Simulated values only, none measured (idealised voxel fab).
Process module under the name voxel ribs on slabs
For reference, the cross-section in this document is cut, with width 145 nm and square cells of 5 nm.
Cross-section = grid of square cells, listed top down in bands; band = one or more rows. Within each band entry, the heights of the top and of the bottom of the band appear first, in that order and in nm; the materials of the band then follow from left to right, each with its corresponding width in nm. The designation "throughout" on a single material indicates that it fills the band from edge to edge; the designation "empty" indicates empty space. Basically, 0 is our baseline, since under it the wafer straight out of the box is all one material. The bottom band has no lower end and keeps on going down, so it looks like "top 0, no bottom". The two numbers in a width such as "30..40" mark its ends across the band: the first belongs to the top row of cells, the second to the bottom row, and from each row to the next the width moves by the same amount. "stayed the same" after a step means that no cell of the cross-section changed. Unvented voids: empty space of 8 cells or more with no open way to the top, each as width x height at its distance from the left edge, in nm. Text after the settings on a step's line: the simulator's own remark on that step. Steps that use a mask can have "overlay nm" on their line. It says how far the mask sat to the right of where it was meant to be. Negative means to the left.

[Process steps - plan]
1. RECEIVE, material Si
2. DIRECTIONAL_DEP, material SiO2, thk nm 20
3. DIRECTIONAL_DEP, material polySi, thk nm 20
4. DIRECTIONAL_DEP, material aC, thk nm 15
5. PATTERN, tone cover, mask id RIB, material resist, width nm 15, thk nm 35, overlay nm 0
6. DIRECTIONAL_ETCH, etch materials aC, depth nm 15
7. STRIP, etch materials resist
8. DIRECTIONAL_ETCH, etch materials polySi, depth nm 15
9. STRIP, etch materials aC
10. PATTERN, tone cover, mask id SLAB, material resist, width nm 65, thk nm 20, overlay nm 0
11. DIRECTIONAL_ETCH, etch materials polySi, depth nm 5
12. STRIP, etch materials resist
13. FILL_DEP, material SiO2, thk nm 20
14. CMP, height nm 50
15. DIRECTIONAL_DEP, material W, thk nm 5
16. MASKED_ETCH, tone cover, mask id HEATER, width nm 25, etch materials W, depth nm 5, overlay nm 0
17. CONFORMAL_DEP, material SiN, thk nm 5

[So this is the incoming wafer in cross-section - it's already been through step 1]
	top 0, no bottom | Si throughout
	Unvented voids: none

[Look at the cross-section after the module: the wafer started out the way shown above and the plan was the one shown above, yet one mistake was made along the way]
	top 60, bottom 55 | empty 55 nm; SiN 35 nm; empty 55 nm
	top 55, bottom 50 | SiN 60 nm; W 25 nm; SiN 60 nm
	top 50, bottom 40 | SiO2 throughout
	top 40, bottom 25 | SiO2 65 nm; polySi 15 nm; SiO2 65 nm
	top 25, bottom 20 | SiO2 35 nm; polySi 75 nm; SiO2 35 nm
	top 20, bottom 0 | SiO2 throughout
	top 0, no bottom | Si throughout
	Unvented voids: none
Error vs. plan: step 10 off recipe, ran as PATTERN, tone cover, mask id SLAB, material resist, width nm 75, thk nm 20, overlay nm 0
